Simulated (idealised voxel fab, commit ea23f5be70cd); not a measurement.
Process module, titled voxel fin reveal
Cross-section cut: width 155 nm, square cells of 5 nm.
Notation: cross-section as square-cell grid; stated in bands, top first, going down; one or more cell rows per band.
Heads up on the band format: heights come first, top then bottom, in nm. After that it's the materials left to right, each with its width in nm. A single material flagged "edge to edge" fills the whole band edge to edge, and "air" means there's empty space there.
The reference from which all heights are counted is 0, the level beneath which the as-received wafer is entirely one material; the lowest band, having no lower bound, proceeds downward and is written after the example "0..down".
Graded width ("30..40"): value in top row of band = first number; value in bottom row = second number; row-to-row change constant.
Reading "no change" for a step: not a cell of the cross-section changed in it.
Each empty space that has no open way to the top and spans at least 8 cells appears under "Sealed void list" as width x height at distance, the distance counted from the left edge, all in nm.
Note: text after step settings on the step line = simulator remark on that step.
You can add "overlay nm" to a step's line. For a step with a mask, it describes how far the mask lay to the right of its planned position, and a negative number describes a lay to the left.

**Process steps (planned)**
1: RECEIVE [material Si]
2: CONFORMAL_DEP [material SiN] [thk nm 5]
3: DIRECTIONAL_DEP [material aC] [thk nm 15]
4: PATTERN [tone cover] [mask id FINS] [material resist] [width nm 15] [pitch nm 40] [thk nm 35] [overlay nm 0]
5: DIRECTIONAL_ETCH [etch materials aC] [depth nm 15]
6: STRIP [etch materials resist]
7: DIRECTIONAL_ETCH [etch materials SiN] [depth nm 5]
8: DIRECTIONAL_ETCH [etch materials Si] [depth nm 35]
9: STRIP [etch materials aC]
10: FILL_DEP [material SiO2] [thk nm 10]
11: CMP [height nm 5]
12: SELECTIVE_ETCH [etch materials SiO2] [depth nm 15]
13: STRIP [etch materials SiN]
14: CONFORMAL_DEP [material SiO2] [thk nm 5]
The wafers are alike at the start. At step 4, their width nm differs. The plan lists the first wafer's value.

**Cut through the first of several wafers as received, post step 1**
> 0..down | Si edge to edge
> Sealed void list: none

**Tabulated below, wafer by wafer, are the end-of-module results: for each material, the number of cells gained (+) or lost (-) relative to the as-received state, followed by the closed voids**
width nm 15, -175 Si, +164 SiO2, Sealed void list: none
width nm 20, -161 Si, +154 SiO2, Sealed void list: none
width nm 25, -147 Si, +144 SiO2, Sealed void list: none
